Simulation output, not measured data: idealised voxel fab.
The name of this process module is voxel wiring stack.
For reference, the cross-section in this document is cut, with width 220 nm and square cells of 5 nm.
When this document writes out a cross-section, it uses a grid of square cells and lists it as bands, beginning at the top and moving down, with a band standing for one or more rows of cells.
Within each band entry, the heights of the top and of the bottom of the band appear first, in that order and in nm; the materials of the band then follow from left to right, each with its corresponding width in nm. The designation "full width" on a single material indicates that it fills the band from edge to edge; the designation "air" indicates empty space.
Measure heights from 0. That's the level where, below it, the as-received wafer is all one material. The lowest band is bottomless and extends downward; write it as in "top 0, no bottom".
Think of "30->40" as a width that walks from the first number to the second as you go down the band, top row to bottom row, taking equal-sized steps from row to row.
Given "all unchanged" for a step, no cell of the cross-section differs between before and after that step.
The entry titled "Entrapped void list" provides the empty spaces that have no open way to the top, restricted to those of 8 cells or more. Each is presented as width x height at distance, the distance being measured from the left edge, with all three in nm.
Whatever follows a step's settings on its line is a remark the simulator itself makes about that step.
Among the settings permitted on a step's line is "overlay nm"; applied to a step with a mask, it specifies the extent to which the mask lay to the right of its planned position, whereas a negative figure signifies a position to the left.

The following list gives the planned process steps
- 1: RECEIVE, material Si
- 2: CONFORMAL_DEP, material SiO2, thk nm 10
- 3: CONFORMAL_DEP, material SiN, thk nm 5
- 4: DIRECTIONAL_DEP, material lowk, thk nm 25
- 5: MASKED_ETCH, tone open, mask id METAL_1, width nm 25, pitch nm 45, etch materials lowk, depth nm 25, overlay nm 0
- 6: MASKED_ETCH, tone open, mask id METAL_1, width nm 25, pitch nm 45, etch materials SiN, depth nm 5, overlay nm 0
- 7: CONFORMAL_DEP, material TiN, thk nm 5
- 8: FILL_DEP, material Cu, thk nm 10
- 9: CMP, height nm 40
- 10: EPI, material Ru, thk nm 5
- 11: FILL_DEP, material SiCN, thk nm 5
- 12: DIRECTIONAL_DEP, material SiO2, thk nm 10
- 13: PATTERN, tone open, mask id PLUG_1, material resist, width nm 15, pitch nm 45, thk nm 20, overlay nm 0
- 14: DIRECTIONAL_ETCH, etch materials SiO2, depth nm 10
- 15: DIRECTIONAL_ETCH, etch materials SiCN, depth nm 5
- 16: STRIP, etch materials resist
- 17: EPI, material Ru, thk nm 10
- 18: EPI, material Ru, thk nm 5
- 19: DIRECTIONAL_DEP, material TiN, thk nm 5
- 20: DIRECTIONAL_DEP, material W, thk nm 15
- 21: PATTERN, tone cover, mask id METAL_2, material resist, width nm 25, pitch nm 45, thk nm 15, overlay nm 0
- 22: DIRECTIONAL_ETCH, etch materials W, depth nm 15
- 23: DIRECTIONAL_ETCH, etch materials TiN, depth nm 5
- 24: STRIP, etch materials resist
- 25: FILL_DEP, material lowk, thk nm 10
- 26: CMP, height nm 80
- 27: CONFORMAL_DEP, material SiCN, thk nm 5
- 28: DIRECTIONAL_DEP, material lowk, thk nm 20
- 29: PATTERN, tone open, mask id PLUG_2, material resist, width nm 15, pitch nm 45, thk nm 15, overlay nm 0
- 30: DIRECTIONAL_ETCH, etch materials lowk, depth nm 20
- 31: DIRECTIONAL_ETCH, etch materials SiCN, depth nm 5
- 32: STRIP, etch materials resist
- 33: EPI, material Ru, thk nm 10
- 34: EPI, material Ru, thk nm 10
- 35: EPI, material Ru, thk nm 5
- 36: CONFORMAL_DEP, material SiCN, thk nm 5
- 37: DIRECTIONAL_DEP, material lowk, thk nm 25
- 38: MASKED_ETCH, tone open, mask id METAL_3, width nm 25, pitch nm 45, etch materials lowk, depth nm 25, overlay nm 0
- 39: MASKED_ETCH, tone open, mask id METAL_3, width nm 25, pitch nm 45, etch materials SiCN, depth nm 5, overlay nm 0
- 40: CONFORMAL_DEP, material TiN, thk nm 5
- 41: FILL_DEP, material Ru, thk nm 10
- 42: CMP, height nm 135
- 43: CONFORMAL_DEP, material SiCN, thk nm 5
- 44: DIRECTIONAL_DEP, material lowk, thk nm 10
- 45: MASKED_ETCH, tone open, mask id PLUG_3, width nm 15, pitch nm 90, etch materials lowk, depth nm 10, overlay nm 0
- 46: MASKED_ETCH, tone open, mask id PLUG_3, width nm 15, pitch nm 90, etch materials SiCN, depth nm 5, overlay nm 0
- 47: EPI, material Ru, thk nm 10
- 48: EPI, material Ru, thk nm 5
- 49: CONFORMAL_DEP, material SiN, thk nm 5
- 50: DIRECTIONAL_DEP, material SiO2, thk nm 25
- 51: PATTERN, tone open, mask id METAL_4, material resist, width nm 25, pitch nm 45, thk nm 20, overlay nm 0
- 52: DIRECTIONAL_ETCH, etch materials SiO2, depth nm 25
- 53: DIRECTIONAL_ETCH, etch materials SiN, depth nm 5
- 54: STRIP, etch materials resist
- 55: CONFORMAL_DEP, material TiN, thk nm 5
- 56: FILL_DEP, material Cu, thk nm 10
- 57: CMP, height nm 180
- 58: EPI, material Ru, thk nm 5
- 59: FILL_DEP, material SiCN, thk nm 5

Cross-section, incoming material, after step 1
  top 0, no bottom | Si full width
  Entrapped void list: none

First of two wafers, end-of-module section, run followed plan
  top 190, bottom 185 | SiCN full width
  top 185, bottom 180 | SiCN 25 nm  Ru 35 nm  SiCN 10 nm  Ru 35 nm  SiCN 10 nm  Ru 35 nm  SiCN 10 nm  Ru 35 nm  SiCN 25 nm
  top 180, bottom 155 | SiO2 30 nm  TiN 5 nm  Cu 15 nm  TiN 5 nm  SiO2 20 nm  TiN 5 nm  Cu 15 nm  TiN 5 nm  SiO2 20 nm  TiN 5 nm  Cu 15 nm  TiN 5 nm  SiO2 20 nm  TiN 5 nm  Cu 15 nm  TiN 5 nm  SiO2 30 nm
  top 155, bottom 150 | SiN 30 nm  TiN 25 nm  SiN 20 nm  TiN 25 nm  SiN 20 nm  TiN 25 nm  SiN 20 nm  TiN 25 nm  SiN 30 nm
  top 150, bottom 140 | lowk 30 nm  Ru 15 nm  lowk 75 nm  Ru 15 nm  lowk 85 nm
  top 140, bottom 135 | SiCN 30 nm  Ru 15 nm  SiCN 75 nm  Ru 15 nm  SiCN 85 nm
  top 135, bottom 110 | lowk 30 nm  TiN 5 nm  Ru 15 nm  TiN 5 nm  lowk 20 nm  TiN 5 nm  Ru 15 nm  TiN 5 nm  lowk 20 nm  TiN 5 nm  Ru 15 nm  TiN 5 nm  lowk 20 nm  TiN 5 nm  Ru 15 nm  TiN 5 nm  lowk 30 nm
  top 110, bottom 105 | SiCN 30 nm  TiN 25 nm  SiCN 20 nm  TiN 25 nm  SiCN 20 nm  TiN 25 nm  SiCN 20 nm  TiN 25 nm  SiCN 30 nm
  top 105, bottom 85 | lowk 30 nm  Ru 15 nm  lowk 30 nm  Ru 15 nm  lowk 30 nm  Ru 15 nm  lowk 30 nm  Ru 15 nm  lowk 40 nm
  top 85, bottom 80 | SiCN 30 nm  Ru 15 nm  SiCN 30 nm  Ru 15 nm  SiCN 30 nm  Ru 15 nm  SiCN 30 nm  Ru 15 nm  SiCN 40 nm
  top 80, bottom 65 | lowk 30 nm  W 25 nm  lowk 20 nm  W 25 nm  lowk 20 nm  W 25 nm  lowk 20 nm  W 25 nm  lowk 30 nm
  top 65, bottom 60 | lowk 30 nm  TiN 25 nm  lowk 20 nm  TiN 25 nm  lowk 20 nm  TiN 25 nm  lowk 20 nm  TiN 25 nm  lowk 30 nm
  top 60, bottom 50 | SiO2 30 nm  Ru 15 nm  SiO2 30 nm  Ru 15 nm  SiO2 30 nm  Ru 15 nm  SiO2 30 nm  Ru 15 nm  SiO2 40 nm
  top 50, bottom 40 | SiCN 30->25 nm  Ru 15->35 nm  SiCN 30->10 nm  Ru 15->35 nm  SiCN 30->10 nm  Ru 15->35 nm  SiCN 30->10 nm  Ru 15->35 nm  SiCN 40->25 nm
  top 40, bottom 15 | lowk 30 nm  TiN 5 nm  Cu 15 nm  TiN 5 nm  lowk 20 nm  TiN 5 nm  Cu 15 nm  TiN 5 nm  lowk 20 nm  TiN 5 nm  Cu 15 nm  TiN 5 nm  lowk 20 nm  TiN 5 nm  Cu 15 nm  TiN 5 nm  lowk 30 nm
  top 15, bottom 10 | SiN 30 nm  TiN 25 nm  SiN 20 nm  TiN 25 nm  SiN 20 nm  TiN 25 nm  SiN 20 nm  TiN 25 nm  SiN 30 nm
  top 10, bottom 0 | SiO2 full width
  top 0, no bottom | Si full width
  Entrapped void list: none

Cross-section of the latter of the two wafers at module completion. It had an identical start and an identical plan to the former; in running it, one mistake was made
  top 190, bottom 185 | SiCN full width
  top 185, bottom 180 | SiCN 25 nm  Ru 35 nm  SiCN 10 nm  Ru 35 nm  SiCN 10 nm  Ru 35 nm  SiCN 10 nm  Ru 35 nm  SiCN 25 nm
  top 180, bottom 155 | SiO2 30 nm  TiN 5 nm  Cu 15 nm  TiN 5 nm  SiO2 20 nm  TiN 5 nm  Cu 15 nm  TiN 5 nm  SiO2 20 nm  TiN 5 nm  Cu 15 nm  TiN 5 nm  SiO2 20 nm  TiN 5 nm  Cu 15 nm  TiN 5 nm  SiO2 30 nm
  top 155, bottom 150 | SiN 30 nm  TiN 25 nm  SiN 20 nm  TiN 25 nm  SiN 20 nm  TiN 25 nm  SiN 20 nm  TiN 25 nm  SiN 30 nm
  top 150, bottom 140 | lowk 30 nm  Ru 15 nm  lowk 75 nm  Ru 15 nm  lowk 85 nm
  top 140, bottom 135 | SiCN 30 nm  Ru 15 nm  SiCN 75 nm  Ru 15 nm  SiCN 85 nm
  top 135, bottom 110 | lowk 30 nm  TiN 5 nm  Ru 15 nm  TiN 5 nm  lowk 20 nm  TiN 5 nm  Ru 15 nm  TiN 5 nm  lowk 20 nm  TiN 5 nm  Ru 15 nm  TiN 5 nm  lowk 20 nm  TiN 5 nm  Ru 15 nm  TiN 5 nm  lowk 30 nm
  top 110, bottom 105 | SiCN 30 nm  TiN 25 nm  SiCN 20 nm  TiN 25 nm  SiCN 20 nm  TiN 25 nm  SiCN 20 nm  TiN 25 nm  SiCN 30 nm
  top 105, bottom 85 | lowk 30 nm  Ru 15 nm  lowk 30 nm  Ru 15 nm  lowk 30 nm  Ru 15 nm  lowk 30 nm  Ru 15 nm  lowk 40 nm
  top 85, bottom 80 | SiCN 30 nm  Ru 15 nm  SiCN 30 nm  Ru 15 nm  SiCN 30 nm  Ru 15 nm  SiCN 30 nm  Ru 15 nm  SiCN 40 nm
  top 80, bottom 75 | lowk 30 nm  TiN 25 nm  lowk 20 nm  TiN 25 nm  lowk 20 nm  TiN 25 nm  lowk 20 nm  TiN 25 nm  lowk 30 nm
  top 75, bottom 65 | SiO2 30 nm  Ru 15 nm  SiO2 30 nm  Ru 15 nm  SiO2 30 nm  Ru 15 nm  SiO2 30 nm  Ru 15 nm  SiO2 40 nm
  top 65, bottom 60 | SiCN 30 nm  Ru 15 nm  SiCN 30 nm  Ru 15 nm  SiCN 30 nm  Ru 15 nm  SiCN 30 nm  Ru 15 nm  SiCN 40 nm
  top 60, bottom 55 | Ru full width
  top 55, bottom 45 | Cu full width
  top 45, bottom 40 | TiN 35 nm  Cu 15 nm  TiN 30 nm  Cu 15 nm  TiN 30 nm  Cu 15 nm  TiN 30 nm  Cu 15 nm  TiN 35 nm
  top 40, bottom 15 | lowk 30 nm  TiN 5 nm  Cu 15 nm  TiN 5 nm  lowk 20 nm  TiN 5 nm  Cu 15 nm  TiN 5 nm  lowk 20 nm  TiN 5 nm  Cu 15 nm  TiN 5 nm  lowk 20 nm  TiN 5 nm  Cu 15 nm  TiN 5 nm  lowk 30 nm
  top 15, bottom 10 | SiN 30 nm  TiN 25 nm  SiN 20 nm  TiN 25 nm  SiN 20 nm  TiN 25 nm  SiN 20 nm  TiN 25 nm  SiN 30 nm
  top 10, bottom 0 | SiO2 full width
  top 0, no bottom | Si full width
  Entrapped void list: none
It is concluded that the wafer was processed incorrectly with respect to the plan, in that step 9 of the plan was bypassed and not carried out
Materials where the second wafer ends with more or fewer cells than the first: +100 Cu; +16 Ru; -16 SiCN; +32 TiN; -60 W; -72 lowk
